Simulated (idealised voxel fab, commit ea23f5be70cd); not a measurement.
The document below concerns the process module designated voxel capacitor over wiring.
Displayed cross-section: cut, width of 220 nm, square cells sized 5 nm.
Cross-section layout: square cells on a grid; listed as bands, top to bottom; a band spans one or more cell rows.
Top, bottom (nm), then materials left to right with widths (nm); lone material tagged "all across" fills the whole band edge to edge; "blank" = empty space.
Heads up on the height convention: 0 is the point under which the incoming wafer is all one material, and the lowest band has no bottom, it just keeps going down, like "0 down".
Top row gets the first number, bottom row gets the second, and each row in between changes by the same step: that is how a band width like "30->40" works.
Where the words "nothing was modified" appear for a step, the cross-section shows no cell changed by that step; every cell remained as before.
Entry "Sealed cavities". Content: empty spaces with no open connection to the top, size 8 cells or greater. Each: width x height at distance. Distance: from left edge. Unit: nm.
On each step's line, the part that comes after the settings is the simulator's own comment on the step.
Each step line may optionally specify "overlay nm", which for a step with a mask gives the rightward distance between the mask's planned place and where it lay, a negative value indicating the leftward direction.
# Planned process steps
| 1 | RECEIVE,material Si |
| 2 | CONFORMAL_DEP,material SiO2,thk nm 10 |
| 3 | CONFORMAL_DEP,material SiCN,thk nm 5 |
| 4 | DIRECTIONAL_DEP,material lowk,thk nm 20 |
| 5 | DIRECTIONAL_DEP,material aC,thk nm 15 |
| 6 | PATTERN,tone open,mask id METAL_1,material resist,width nm 30,pitch nm 90,thk nm 30,overlay nm 0 |
| 7 | DIRECTIONAL_ETCH,etch materials aC,depth nm 15 |
| 8 | STRIP,etch materials resist |
| 9 | DIRECTIONAL_ETCH,etch materials lowk,depth nm 20 |
| 10 | DIRECTIONAL_ETCH,etch materials SiCN,depth nm 5 |
| 11 | STRIP,etch materials aC |
| 12 | CONFORMAL_DEP,material TiN,thk nm 5 |
| 13 | FILL_DEP,material Cu,thk nm 10 |
| 14 | CMP,height nm 35 |
| 15 | CONFORMAL_DEP,material SiCN,thk nm 5 |
| 16 | DIRECTIONAL_DEP,material lowk,thk nm 10 |
| 17 | PATTERN,tone open,mask id PLUG_1,material resist,width nm 15,thk nm 15,overlay nm 0 |
| 18 | DIRECTIONAL_ETCH,etch materials lowk,depth nm 10 |
| 19 | DIRECTIONAL_ETCH,etch materials SiCN,depth nm 5 |
| 20 | STRIP,etch materials resist |
| 21 | CONFORMAL_DEP,material TiN,thk nm 5 |
| 22 | FILL_DEP,material Ru,thk nm 5 |
| 23 | CMP,height nm 50 |
| 24 | DIRECTIONAL_DEP,material TiN,thk nm 10 |
| 25 | DIRECTIONAL_DEP,material SiN,thk nm 5 |
| 26 | DIRECTIONAL_DEP,material TiN,thk nm 10 |
| 27 | DIRECTIONAL_DEP,material aC,thk nm 15 |
| 28 | PATTERN,tone cover,mask id UPPER_PLATE,material resist,width nm 65,thk nm 35,overlay nm 0 |
| 29 | DIRECTIONAL_ETCH,etch materials aC,depth nm 15 |
| 30 | STRIP,etch materials resist |
| 31 | DIRECTIONAL_ETCH,etch materials TiN,depth nm 10 |
| 32 | DIRECTIONAL_ETCH,etch materials SiN,depth nm 5 |
| 33 | STRIP,etch materials aC |
| 34 | PATTERN,tone cover,mask id LOWER_PLATE,material resist,width nm 75,thk nm 20,overlay nm 0 |
| 35 | DIRECTIONAL_ETCH,etch materials TiN,depth nm 10 |
| 36 | STRIP,etch materials resist |
| 37 | FILL_DEP,material SiO2,thk nm 15 |
| 38 | CMP,height nm 85 |
| 39 | DIRECTIONAL_DEP,material aC,thk nm 15 |
| 40 | PATTERN,tone open,mask id PLUG_2,material resist,width nm 15,thk nm 30,overlay nm 0 |
| 41 | DIRECTIONAL_ETCH,etch materials aC,depth nm 15 |
| 42 | STRIP,etch materials resist |
| 43 | DIRECTIONAL_ETCH,etch materials SiO2,depth nm 10 |
| 44 | STRIP,etch materials aC |
| 45 | CONFORMAL_DEP,material TiN,thk nm 5 |
| 46 | FILL_DEP,material Ru,thk nm 10 |
| 47 | CMP,height nm 85 |
| 48 | CONFORMAL_DEP,material SiN,thk nm 5 |
# Wafer, first of two, run as planned
# Incoming wafer in cross-section (state: after step 1)
* 0 down | Si all across
* Sealed cavities: none
# Step 2 complete: cross-section through the wafer
* 10 to 0 | SiO2 all across
* For the remainder of the cross-section, below 0, there is no change.
# Step 3 complete: cross-section through the wafer
* 15 to 10 | SiCN all across
* For the remainder of the cross-section, below 10, there is no change.
# Step 4 complete: cross-section through the wafer
* 35 to 15 | lowk all across
* For the remainder of the cross-section, below 15, there is no change.
# Step 5 complete: cross-section through the wafer
* 50 to 35 | aC all across
* For the remainder of the cross-section, below 35, there is no change.
# Step 6 complete: cross-section through the wafer
* 80 to 50 | 50 resist | 30 blank | 60 resist | 30 blank | 50 resist
* For the remainder of the cross-section, below 50, there is no change.
# Step 7 complete: cross-section through the wafer
* 65 to 50 | 50 resist | 30 blank | 60 resist | 30 blank | 50 resist
* 50 to 35 | 50 aC | 30 blank | 60 aC | 30 blank | 50 aC
* For the remainder of the cross-section, below 35, there is no change.
# Step 8 complete: cross-section through the wafer
* 50 to 35 | 50 aC | 30 blank | 60 aC | 30 blank | 50 aC
* For the remainder of the cross-section, below 35, there is no change.
# Step 9 complete: cross-section through the wafer
* 50 to 35 | 50 aC | 30 blank | 60 aC | 30 blank | 50 aC
* 35 to 15 | 50 lowk | 30 blank | 60 lowk | 30 blank | 50 lowk
* For the remainder of the cross-section, below 15, there is no change.
# Step 10 complete: cross-section through the wafer
* 50 to 35 | 50 aC | 30 blank | 60 aC | 30 blank | 50 aC
* 35 to 15 | 50 lowk | 30 blank | 60 lowk | 30 blank | 50 lowk
* 15 to 10 | 50 SiCN | 30 blank | 60 SiCN | 30 blank | 50 SiCN
* For the remainder of the cross-section, below 10, there is no change.
# Step 11 complete: cross-section through the wafer
* 35 to 15 | 50 lowk | 30 blank | 60 lowk | 30 blank | 50 lowk
* For the remainder of the cross-section, below 15, there is no change.
# Step 12 complete: cross-section through the wafer
* 40 to 35 | 55 TiN | 20 blank | 70 TiN | 20 blank | 55 TiN
* 35 to 15 | 50 lowk | 5 TiN | 20 blank | 5 TiN | 60 lowk | 5 TiN | 20 blank | 5 TiN | 50 lowk
* 15 to 10 | 50 SiCN | 30 TiN | 60 SiCN | 30 TiN | 50 SiCN
* For the remainder of the cross-section, below 10, there is no change.
# Step 13 complete: cross-section through the wafer
* 50 to 40 | Cu all across
* 40 to 35 | 55 TiN | 20 Cu | 70 TiN | 20 Cu | 55 TiN
* 35 to 15 | 50 lowk | 5 TiN | 20 Cu | 5 TiN | 60 lowk | 5 TiN | 20 Cu | 5 TiN | 50 lowk
* For the remainder of the cross-section, below 15, there is no change.
# Step 14 complete: cross-section through the wafer
* 35 to 15 | 50 lowk | 5 TiN | 20 Cu | 5 TiN | 60 lowk | 5 TiN | 20 Cu | 5 TiN | 50 lowk
* For the remainder of the cross-section, below 15, there is no change.
# Step 15 complete: cross-section through the wafer
* 40 to 35 | SiCN all across
* For the remainder of the cross-section, below 35, there is no change.
# Step 16 complete: cross-section through the wafer
* 50 to 40 | lowk all across
* For the remainder of the cross-section, below 40, there is no change.
# Step 17 complete: cross-section through the wafer
* 65 to 50 | 65 resist | 15 blank | 140 resist
* For the remainder of the cross-section, below 50, there is no change.
# Step 18 complete: cross-section through the wafer
* 65 to 50 | 65 resist | 15 blank | 140 resist
* 50 to 40 | 65 lowk | 15 blank | 140 lowk
* For the remainder of the cross-section, below 40, there is no change.
# Step 19 complete: cross-section through the wafer
* 65 to 50 | 65 resist | 15 blank | 140 resist
* 50 to 40 | 65 lowk | 15 blank | 140 lowk
* 40 to 35 | 65 SiCN | 15 blank | 140 SiCN
* For the remainder of the cross-section, below 35, there is no change.
# Step 20 complete: cross-section through the wafer
* 50 to 40 | 65 lowk | 15 blank | 140 lowk
* For the remainder of the cross-section, below 40, there is no change.
# Step 21 complete: cross-section through the wafer
* 55 to 50 | 70 TiN | 5 blank | 145 TiN
* 50 to 40 | 65 lowk | 5 TiN | 5 blank | 5 TiN | 140 lowk
* 40 to 35 | 65 SiCN | 15 TiN | 140 SiCN
* For the remainder of the cross-section, below 35, there is no change.
# Step 22 complete: cross-section through the wafer
* 60 to 55 | Ru all across
* 55 to 50 | 70 TiN | 5 Ru | 145 TiN
* 50 to 40 | 65 lowk | 5 TiN | 5 Ru | 5 TiN | 140 lowk
* For the remainder of the cross-section, below 40, there is no change.
# Step 23 complete: cross-section through the wafer
* 50 to 40 | 65 lowk | 5 TiN | 5 Ru | 5 TiN | 140 lowk
* For the remainder of the cross-section, below 40, there is no change.
# Step 24 complete: cross-section through the wafer
* 60 to 50 | TiN all across
* For the remainder of the cross-section, below 50, there is no change.
# Step 25 complete: cross-section through the wafer
* 65 to 60 | SiN all across
* For the remainder of the cross-section, below 60, there is no change.
# Step 26 complete: cross-section through the wafer
* 75 to 65 | TiN all across
* For the remainder of the cross-section, below 65, there is no change.
# Step 27 complete: cross-section through the wafer
* 90 to 75 | aC all across
* For the remainder of the cross-section, below 75, there is no change.
# Step 28 complete: cross-section through the wafer
* 125 to 90 | 65 blank | 65 resist | 90 blank
* For the remainder of the cross-section, below 90, there is no change.
# Step 29 complete: cross-section through the wafer
* 110 to 90 | 65 blank | 65 resist | 90 blank
* 90 to 75 | 65 blank | 65 aC | 90 blank
* For the remainder of the cross-section, below 75, there is no change.
# Step 30 complete: cross-section through the wafer
* 90 to 75 | 65 blank | 65 aC | 90 blank
* For the remainder of the cross-section, below 75, there is no change.
# Step 31 complete: cross-section through the wafer
* 90 to 75 | 65 blank | 65 aC | 90 blank
* 75 to 65 | 65 blank | 65 TiN | 90 blank
* For the remainder of the cross-section, below 65, there is no change.
# Step 32 complete: cross-section through the wafer
* 90 to 75 | 65 blank | 65 aC | 90 blank
* 75 to 65 | 65 blank | 65 TiN | 90 blank
* 65 to 60 | 65 blank | 65 SiN | 90 blank
* For the remainder of the cross-section, below 60, there is no change.
# Step 33 complete: cross-section through the wafer
* 75 to 65 | 65 blank | 65 TiN | 90 blank
* For the remainder of the cross-section, below 65, there is no change.
# Step 34 complete: cross-section through the wafer
* 95 to 75 | 60 blank | 75 resist | 85 blank
* 75 to 65 | 60 blank | 5 resist | 65 TiN | 5 resist | 85 blank
* 65 to 60 | 60 blank | 5 resist | 65 SiN | 5 resist | 85 blank
* For the remainder of the cross-section, below 60, there is no change.
# Step 35 complete: cross-section through the wafer
* 95 to 75 | 60 blank | 75 resist | 85 blank
* 75 to 65 | 60 blank | 5 resist | 65 TiN | 5 resist | 85 blank
* 65 to 60 | 60 blank | 5 resist | 65 SiN | 5 resist | 85 blank
* 60 to 50 | 60 blank | 75 TiN | 85 blank
* For the remainder of the cross-section, below 50, there is no change.
# Step 36 complete: cross-section through the wafer
* 75 to 65 | 65 blank | 65 TiN | 90 blank
* 65 to 60 | 65 blank | 65 SiN | 90 blank
* For the remainder of the cross-section, below 60, there is no change.
# Step 37 complete: cross-section through the wafer
* 90 to 75 | SiO2 all across
* 75 to 65 | 65 SiO2 | 65 TiN | 90 SiO2
* 65 to 60 | 65 SiO2 | 65 SiN | 90 SiO2
* 60 to 50 | 60 SiO2 | 75 TiN | 85 SiO2
* For the remainder of the cross-section, below 50, there is no change.
# Step 38 complete: cross-section through the wafer
* 85 to 75 | SiO2 all across
* For the remainder of the cross-section, below 75, there is no change.
# Step 39 complete: cross-section through the wafer
* 100 to 85 | aC all across
* For the remainder of the cross-section, below 85, there is no change.
# Step 40 complete: cross-section through the wafer
* 130 to 100 | 75 resist | 15 blank | 130 resist
* For the remainder of the cross-section, below 100, there is no change.
# Step 41 complete: cross-section through the wafer
* 115 to 100 | 75 resist | 15 blank | 130 resist
* 100 to 85 | 75 aC | 15 blank | 130 aC
* For the remainder of the cross-section, below 85, there is no change.
# Step 42 complete: cross-section through the wafer
* 100 to 85 | 75 aC | 15 blank | 130 aC
* For the remainder of the cross-section, below 85, there is no change.
# Step 43 complete: cross-section through the wafer
* 100 to 85 | 75 aC | 15 blank | 130 aC
* 85 to 75 | 75 SiO2 | 15 blank | 130 SiO2
* For the remainder of the cross-section, below 75, there is no change.
# Step 44 complete: cross-section through the wafer
* 85 to 75 | 75 SiO2 | 15 blank | 130 SiO2
* For the remainder of the cross-section, below 75, there is no change.
# Step 45 complete: cross-section through the wafer
* 90 to 85 | 80 TiN | 5 blank | 135 TiN
* 85 to 80 | 75 SiO2 | 5 TiN | 5 blank | 5 TiN | 130 SiO2
* 80 to 75 | 75 SiO2 | 15 TiN | 130 SiO2
* For the remainder of the cross-section, below 75, there is no change.
# Step 46 complete: cross-section through the wafer
* 100 to 90 | Ru all across
* 90 to 85 | 80 TiN | 5 Ru | 135 TiN
* 85 to 80 | 75 SiO2 | 5 TiN | 5 Ru | 5 TiN | 130 SiO2
* For the remainder of the cross-section, below 80, there is no change.
# Step 47 complete: cross-section through the wafer
* 85 to 80 | 75 SiO2 | 5 TiN | 5 Ru | 5 TiN | 130 SiO2
* For the remainder of the cross-section, below 80, there is no change.
# Step 48 complete: cross-section through the wafer
* 90 to 85 | SiN all across
* For the remainder of the cross-section, below 85, there is no change.
# Second wafer, same starting state and plan as the first, one mistake in the run, identical through step 14
# Look at the second wafer in cross-section at the time step 15 ought to have finished
* 45 to 35 | lowk all across
* For the remainder of the cross-section, below 35, there is no change.
# Look at the second wafer in cross-section at the time step 16 ought to have finished
* 50 to 45 | SiCN all across
* For the remainder of the cross-section, below 45, there is no change.
# Look at the second wafer in cross-section at the time step 17 ought to have finished
* 65 to 50 | 65 resist | 15 blank | 140 resist
* For the remainder of the cross-section, below 50, there is no change.
Look at the second wafer in cross-section at the time step 18 ought to have finished: nothing was modified
# Look at the second wafer in cross-section at the time step 19 ought to have finished
* 65 to 50 | 65 resist | 15 blank | 140 resist
* 50 to 45 | 65 SiCN | 15 blank | 140 SiCN
* For the remainder of the cross-section, below 45, there is no change.
# Look at the second wafer in cross-section at the time step 20 ought to have finished
* 50 to 45 | 65 SiCN | 15 blank | 140 SiCN
* For the remainder of the cross-section, below 45, there is no change.
# Look at the second wafer in cross-section at the time step 21 ought to have finished
* 55 to 50 | 70 TiN | 5 blank | 145 TiN
* 50 to 45 | 65 SiCN | 15 TiN | 140 SiCN
* For the remainder of the cross-section, below 45, there is no change.
# Look at the second wafer in cross-section at the time step 22 ought to have finished
* 60 to 55 | Ru all across
* 55 to 50 | 70 TiN | 5 Ru | 145 TiN
* For the remainder of the cross-section, below 50, there is no change.
# Look at the second wafer in cross-section at the time step 23 ought to have finished
* 50 to 45 | 65 SiCN | 15 TiN | 140 SiCN
* For the remainder of the cross-section, below 45, there is no change.
# Look at the second wafer in cross-section at the time step 24 ought to have finished
* 60 to 50 | TiN all across
* For the remainder of the cross-section, below 50, there is no change.
# Look at the second wafer in cross-section at the time step 25 ought to have finished
* 65 to 60 | SiN all across
* For the remainder of the cross-section, below 60, there is no change.
# Look at the second wafer in cross-section at the time step 26 ought to have finished
* 75 to 65 | TiN all across
* For the remainder of the cross-section, below 65, there is no change.
# Look at the second wafer in cross-section at the time step 27 ought to have finished
* 90 to 75 | aC all across
* For the remainder of the cross-section, below 75, there is no change.
# Look at the second wafer in cross-section at the time step 28 ought to have finished
* 125 to 90 | 65 blank | 65 resist | 90 blank
* For the remainder of the cross-section, below 90, there is no change.
# Look at the second wafer in cross-section at the time step 29 ought to have finished
* 110 to 90 | 65 blank | 65 resist | 90 blank
* 90 to 75 | 65 blank | 65 aC | 90 blank
* For the remainder of the cross-section, below 75, there is no change.
# Look at the second wafer in cross-section at the time step 30 ought to have finished
* 90 to 75 | 65 blank | 65 aC | 90 blank
* For the remainder of the cross-section, below 75, there is no change.
# Look at the second wafer in cross-section at the time step 31 ought to have finished
* 90 to 75 | 65 blank | 65 aC | 90 blank
* 75 to 65 | 65 blank | 65 TiN | 90 blank
* For the remainder of the cross-section, below 65, there is no change.
# Look at the second wafer in cross-section at the time step 32 ought to have finished
* 90 to 75 | 65 blank | 65 aC | 90 blank
* 75 to 65 | 65 blank | 65 TiN | 90 blank
* 65 to 60 | 65 blank | 65 SiN | 90 blank
* For the remainder of the cross-section, below 60, there is no change.
# Look at the second wafer in cross-section at the time step 33 ought to have finished
* 75 to 65 | 65 blank | 65 TiN | 90 blank
* For the remainder of the cross-section, below 65, there is no change.
# Look at the second wafer in cross-section at the time step 34 ought to have finished
* 95 to 75 | 60 blank | 75 resist | 85 blank
* 75 to 65 | 60 blank | 5 resist | 65 TiN | 5 resist | 85 blank
* 65 to 60 | 60 blank | 5 resist | 65 SiN | 5 resist | 85 blank
* For the remainder of the cross-section, below 60, there is no change.
# Look at the second wafer in cross-section at the time step 35 ought to have finished
* 95 to 75 | 60 blank | 75 resist | 85 blank
* 75 to 65 | 60 blank | 5 resist | 65 TiN | 5 resist | 85 blank
* 65 to 60 | 60 blank | 5 resist | 65 SiN | 5 resist | 85 blank
* 60 to 50 | 60 blank | 75 TiN | 85 blank
* For the remainder of the cross-section, below 50, there is no change.
# Look at the second wafer in cross-section at the time step 36 ought to have finished
* 75 to 65 | 65 blank | 65 TiN | 90 blank
* 65 to 60 | 65 blank | 65 SiN | 90 blank
* For the remainder of the cross-section, below 60, there is no change.
# Look at the second wafer in cross-section at the time step 37 ought to have finished
* 90 to 75 | SiO2 all across
* 75 to 65 | 65 SiO2 | 65 TiN | 90 SiO2
* 65 to 60 | 65 SiO2 | 65 SiN | 90 SiO2
* 60 to 50 | 60 SiO2 | 75 TiN | 85 SiO2
* For the remainder of the cross-section, below 50, there is no change.
# Look at the second wafer in cross-section at the time step 38 ought to have finished
* 85 to 75 | SiO2 all across
* For the remainder of the cross-section, below 75, there is no change.
# Look at the second wafer in cross-section at the time step 39 ought to have finished
* 100 to 85 | aC all across
* For the remainder of the cross-section, below 85, there is no change.
# Look at the second wafer in cross-section at the time step 40 ought to have finished
* 130 to 100 | 75 resist | 15 blank | 130 resist
* For the remainder of the cross-section, below 100, there is no change.
# Look at the second wafer in cross-section at the time step 41 ought to have finished
* 115 to 100 | 75 resist | 15 blank | 130 resist
* 100 to 85 | 75 aC | 15 blank | 130 aC
* For the remainder of the cross-section, below 85, there is no change.
# Look at the second wafer in cross-section at the time step 42 ought to have finished
* 100 to 85 | 75 aC | 15 blank | 130 aC
* For the remainder of the cross-section, below 85, there is no change.
# Look at the second wafer in cross-section at the time step 43 ought to have finished
* 100 to 85 | 75 aC | 15 blank | 130 aC
* 85 to 75 | 75 SiO2 | 15 blank | 130 SiO2
* For the remainder of the cross-section, below 75, there is no change.
# Look at the second wafer in cross-section at the time step 44 ought to have finished
* 85 to 75 | 75 SiO2 | 15 blank | 130 SiO2
* For the remainder of the cross-section, below 75, there is no change.
# Look at the second wafer in cross-section at the time step 45 ought to have finished
* 90 to 85 | 80 TiN | 5 blank | 135 TiN
* 85 to 80 | 75 SiO2 | 5 TiN | 5 blank | 5 TiN | 130 SiO2
* 80 to 75 | 75 SiO2 | 15 TiN | 130 SiO2
* For the remainder of the cross-section, below 75, there is no change.
# Look at the second wafer in cross-section at the time step 46 ought to have finished
* 100 to 90 | Ru all across
* 90 to 85 | 80 TiN | 5 Ru | 135 TiN
* 85 to 80 | 75 SiO2 | 5 TiN | 5 Ru | 5 TiN | 130 SiO2
* For the remainder of the cross-section, below 80, there is no change.
# Look at the second wafer in cross-section at the time step 47 ought to have finished
* 85 to 80 | 75 SiO2 | 5 TiN | 5 Ru | 5 TiN | 130 SiO2
* For the remainder of the cross-section, below 80, there is no change.
# Look at the second wafer in cross-section at the time step 48 ought to have finished
* 90 to 85 | SiN all across
* For the remainder of the cross-section, below 85, there is no change.
Against the plan, the run slipped here: the intended sequence of steps 15 and 16 was reversed during processing, with each occupying the position of the other
Once processing is complete, comparing cell counts shows that the second wafer has more or fewer of certain materials than the first: 2 fewer of Ru, 4 fewer of TiN, 6 more of lowk
